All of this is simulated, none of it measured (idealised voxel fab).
Process module in this document: voxel wiring stack
Each square cell in cross-section cut measures 5 nm, and the section as a whole is 165 nm wide.
When this document writes out a cross-section, it uses a grid of square cells and lists it as bands, beginning at the top and moving down, with a band standing for one or more rows of cells. This entry defines a band. It first specifies the height of the band's top and the height of its bottom in nm, and then specifies the band's materials from left to right, stating each material with its width in nm. The word "edge to edge" identifies a single material that fills the band from edge to edge, while the word "empty" identifies empty space. A quick word on heights: they are counted from 0, and under that level the wafer as it came to us is one material throughout. The lowest band is different from the rest in having no bottom; it simply continues downward, written as in "0..down". Quick explanation for "30 to 40": the width changes in equal steps down the rows of cells, from the first number in the band's top row to the second number in its bottom row. When a step is marked "nothing changed", none of the cells in the cross-section changed during that step. Any empty space of 8 cells or more lacking an open way to the top shows up in "Closed empty spaces" as width x height at distance, distance from the left edge, in nm. Post-settings text on a step line: simulator's own remark regarding the step. If you see "overlay nm" on a step's line and that step has a mask, it's telling you how far right of where it was planned the mask ended up; a negative number means it went left instead.
Listed below are the process steps as planned:
- 1: RECEIVE | material Si
- 2: CONFORMAL_DEP | material SiO2 | thk nm 15
- 3: DIRECTIONAL_DEP | material TiN | thk nm 5
- 4: DIRECTIONAL_DEP | material Ru | thk nm 15
- 5: MASKED_ETCH | tone cover | mask id METAL_1 | width nm 25 | pitch nm 50 | etch materials Ru | depth nm 15 | overlay nm 0
- 6: MASKED_ETCH | tone cover | mask id METAL_1 | width nm 25 | pitch nm 50 | etch materials TiN | depth nm 5 | overlay nm 0
- 7: CONFORMAL_DEP | material SiCN | thk nm 5
- 8: FILL_DEP | material SiO2 | thk nm 10
- 9: CMP | height nm 35
- 10: CONFORMAL_DEP | material SiCN | thk nm 5
- 11: DIRECTIONAL_DEP | material SiO2 | thk nm 30
- 12: MASKED_ETCH | tone open | mask id METAL_2 | width nm 25 | pitch nm 50 | etch materials SiO2 | depth nm 15 | overlay nm 0
- 13: MASKED_ETCH | tone open | mask id METAL_2_HOLES | width nm 15 | etch materials SiO2 | depth nm 15 | overlay nm 0
- 14: MASKED_ETCH | tone open | mask id METAL_2_HOLES | width nm 15 | etch materials SiCN | depth nm 5 | overlay nm 0
- 15: CONFORMAL_DEP | material TiN | thk nm 5
- 16: FILL_DEP | material Cu | thk nm 5
- 17: CMP | height nm 70
- 18: CONFORMAL_DEP | material SiCN | thk nm 5
As received (post step 1): cross-section:
    0..down: Si edge to edge
    Closed empty spaces: none
Post-module cross-section of the first of two wafers (run per plan):
    75..70: SiCN edge to edge
    70..60: SiO2 45 nm | TiN 5 nm | Cu 15 nm | TiN 5 nm | SiO2 25 nm | TiN 5 nm | Cu 15 nm | TiN 5 nm | SiO2 45 nm
    60..55: SiO2 45 nm | TiN 5 nm | Cu 5 nm | TiN 15 nm | SiO2 25 nm | TiN 25 nm | SiO2 45 nm
    55..40: SiO2 45 nm | TiN 5 nm | Cu 5 nm | TiN 5 nm | SiO2 105 nm
    40..35: SiCN 45 nm | TiN 15 nm | SiCN 105 nm
    35..20: SiO2 40 nm | SiCN 5 nm | Ru 25 nm | SiCN 5 nm | SiO2 15 nm | SiCN 5 nm | Ru 25 nm | SiCN 5 nm | SiO2 40 nm
    20..15: SiCN 45 nm | TiN 25 nm | SiCN 25 nm | TiN 25 nm | SiCN 45 nm
    15..0: SiO2 edge to edge
    0..down: Si edge to edge
    Closed empty spaces: none
Module end: cross-section of wafer two of two. Same start and process plan as the first wafer. One mistake during execution:
    75..70: SiCN edge to edge
    70..60: SiO2 45 nm | TiN 5 nm | Cu 15 nm | TiN 5 nm | SiO2 25 nm | TiN 5 nm | Cu 15 nm | TiN 5 nm | SiO2 45 nm
    60..55: SiO2 45 nm | TiN 5 nm | Cu 5 nm | TiN 15 nm | SiO2 25 nm | TiN 25 nm | SiO2 45 nm
    55..40: SiO2 45 nm | TiN 5 nm | Cu 5 nm | TiN 5 nm | SiO2 105 nm
    40..35: SiCN 45 nm | TiN 15 nm | SiCN 105 nm
    35..25: SiO2 40 nm | SiCN 5 nm | Ru 25 nm | SiCN 5 nm | SiO2 15 nm | SiCN 5 nm | Ru 25 nm | SiCN 5 nm | SiO2 40 nm
    25..20: SiO2 35 nm | SiCN 10 nm | Ru 25 nm | SiCN 5 nm | SiO2 10 nm | SiCN 10 nm | Ru 25 nm | SiCN 5 nm | SiO2 40 nm
    20..15: SiCN 40 nm | TiN 30 nm | SiCN 20 nm | TiN 30 nm | SiCN 45 nm
    15..0: SiO2 edge to edge
    0..down: Si edge to edge
    Closed empty spaces: none
Against the plan, the run slipped here: step 6 deviated from plan and actually ran as MASKED_ETCH | tone cover | mask id METAL_1 | width nm 25 | pitch nm 50 | etch materials TiN | depth nm 5 | overlay nm -5
Once processing is complete, comparing cell counts shows that the second wafer has more or fewer of certain materials than the first: SiO2: 2 fewer; TiN: 2 more
